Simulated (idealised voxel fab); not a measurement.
process module | voxel wiring stack
cross-section cut | 205 nm wide | cells 5 nm
A cross-section is a grid of square cells, given in bands from the top down. A band is one or more rows of cells.
Each band's line starts with the height of the band's top and of its bottom, in nm. Then come its materials from left to right, each with its width in nm. One material with "throughout" fills the band from edge to edge. "air" is empty space.
Height 0 is the level under which the wafer as received is all one material. The lowest band goes on downwards, as in "0 down".
A width such as "30 to 40" changes by the same amount from each row of cells to the next, from the band's top row to its bottom row.
"no change" after a step means that no cell of the cross-section changed.
closed voids: empty space of 8 cells or more with no open way to the top, each as width x height at its distance from the left edge, in nm
after a step's settings: what the simulator itself notes on the step
overlay nm, on a step with a mask: how far to the right of its planned place the mask lay; to the left if negative
plan
1 op RECEIVE | material Si
2 op CONFORMAL_DEP | material SiO2 | thk nm 10
3 op DIRECTIONAL_DEP | material TiN | thk nm 5
4 op DIRECTIONAL_DEP | material W | thk nm 20
5 op PATTERN | tone cover | mask id METAL_1 | material resist | width nm 30 | pitch nm 50 | thk nm 20 | overlay nm 0
6 op DIRECTIONAL_ETCH | etch materials W | depth nm 20
7 op DIRECTIONAL_ETCH | etch materials TiN | depth nm 5
8 op STRIP | etch materials resist
9 op FILL_DEP | material SiO2 | thk nm 10
10 op CMP | height nm 35
11 op CONFORMAL_DEP | material SiCN | thk nm 5
12 op DIRECTIONAL_DEP | material lowk | thk nm 30
13 op PATTERN | tone open | mask id METAL_2_HOLES | material resist | width nm 15 | pitch nm 50 | thk nm 20 | overlay nm 0
14 op DIRECTIONAL_ETCH | etch materials lowk | depth nm 30
15 op STRIP | etch materials resist
16 op PATTERN | tone open | mask id METAL_2 | material resist | width nm 30 | pitch nm 50 | thk nm 15 | overlay nm 0
17 op DIRECTIONAL_ETCH | etch materials lowk | depth nm 15
18 op DIRECTIONAL_ETCH | etch materials SiCN | depth nm 5
19 op STRIP | etch materials resist
20 op CONFORMAL_DEP | material TiN | thk nm 5
21 op FILL_DEP | material Ru | thk nm 5
22 op CMP | height nm 70
23 op CONFORMAL_DEP | material SiCN | thk nm 5
24 op DIRECTIONAL_DEP | material SiO2 | thk nm 25
25 op PATTERN | tone open | mask id METAL_3_HOLES | material resist | width nm 15 | pitch nm 50 | thk nm 20 | overlay nm 0
26 op DIRECTIONAL_ETCH | etch materials SiO2 | depth nm 25
27 op STRIP | etch materials resist
28 op DIRECTIONAL_DEP | material aC | thk nm 15
29 op PATTERN | tone open | mask id METAL_3 | material resist | width nm 30 | pitch nm 50 | thk nm 35 | overlay nm 0
30 op DIRECTIONAL_ETCH | etch materials aC | depth nm 15
31 op STRIP | etch materials resist
32 op DIRECTIONAL_ETCH | etch materials SiO2 | depth nm 15
33 op DIRECTIONAL_ETCH | etch materials SiCN | depth nm 5
34 op STRIP | etch materials aC
35 op CONFORMAL_DEP | material TiN | thk nm 5
36 op FILL_DEP | material Cu | thk nm 10
37 op CMP | height nm 100
38 op CONFORMAL_DEP | material SiCN | thk nm 5
39 op DIRECTIONAL_DEP | material lowk | thk nm 35
40 op DIRECTIONAL_DEP | material aC | thk nm 15
41 op PATTERN | tone open | mask id METAL_4 | material resist | width nm 30 | pitch nm 50 | thk nm 30 | overlay nm 0
42 op DIRECTIONAL_ETCH | etch materials aC | depth nm 15
43 op STRIP | etch materials resist
44 op DIRECTIONAL_ETCH | etch materials lowk | depth nm 20
45 op STRIP | etch materials aC
46 op PATTERN | tone open | mask id METAL_4_HOLES | material resist | width nm 15 | pitch nm 50 | thk nm 20 | overlay nm 0
47 op DIRECTIONAL_ETCH | etch materials lowk | depth nm 15
48 op DIRECTIONAL_ETCH | etch materials SiCN | depth nm 5
49 op STRIP | etch materials resist
50 op CONFORMAL_DEP | material TiN | thk nm 5
51 op FILL_DEP | material Ru | thk nm 5
52 op CMP | height nm 140
53 op CONFORMAL_DEP | material SiCN | thk nm 5
as received, after step 1
  0 down: Si throughout
  closed voids: none
a wafer at the end: this start, this plan, one mistake
  145 to 140: SiCN throughout
  140 to 125: lowk 60 | TiN 5 | Ru 20 | TiN 5 | lowk 20 | TiN 5 | Ru 20 | TiN 5 | lowk 65
  125 to 120: lowk 60 | TiN 5 | Ru 5 | TiN 20 | lowk 20 | TiN 5 | Ru 5 | TiN 20 | lowk 65
  120 to 105: lowk 60 | TiN 5 | Ru 5 | TiN 5 | lowk 35 | TiN 5 | Ru 5 | TiN 5 | lowk 80
  105 to 100: SiCN 60 | TiN 15 | SiCN 35 | TiN 15 | SiCN 80
  100 to 90: SiO2 60 | TiN 5 | Cu 20 | TiN 5 | SiO2 20 | TiN 5 | Cu 20 | TiN 5 | SiO2 65
  90 to 85: SiO2 60 | TiN 5 | Cu 10 | TiN 15 | SiO2 20 | TiN 5 | Cu 10 | TiN 15 | SiO2 65
  85 to 75: SiO2 60 | TiN 5 | Cu 10 | TiN 5 | SiO2 30 | TiN 5 | Cu 10 | TiN 5 | SiO2 75
  75 to 70: SiCN 60 | TiN 20 | SiCN 30 | TiN 20 | SiCN 75
  70 to 60: lowk 60 | TiN 5 | Ru 20 | TiN 5 | lowk 20 | TiN 5 | Ru 20 | TiN 5 | lowk 65
  60 to 55: lowk 60 | TiN 5 | Ru 5 | TiN 20 | lowk 20 | TiN 5 | Ru 5 | TiN 20 | lowk 65
  55 to 40: lowk 60 | TiN 5 | Ru 5 | TiN 5 | lowk 35 | TiN 5 | Ru 5 | TiN 5 | lowk 80
  40 to 35: SiCN 60 | TiN 15 | SiCN 35 | TiN 15 | SiCN 80
  35 to 15: SiO2 60 | W 30 | SiO2 20 | W 30 | SiO2 65
  15 to 10: SiO2 60 | TiN 30 | SiO2 20 | TiN 30 | SiO2 65
  10 to 0: SiO2 throughout
  0 down: Si throughout
  closed voids: none
what went wrong: step 25 ran as: op PATTERN | tone open | mask id METAL_3_HOLES | material resist | width nm 20 | pitch nm 50 | thk nm 20 | overlay nm 0
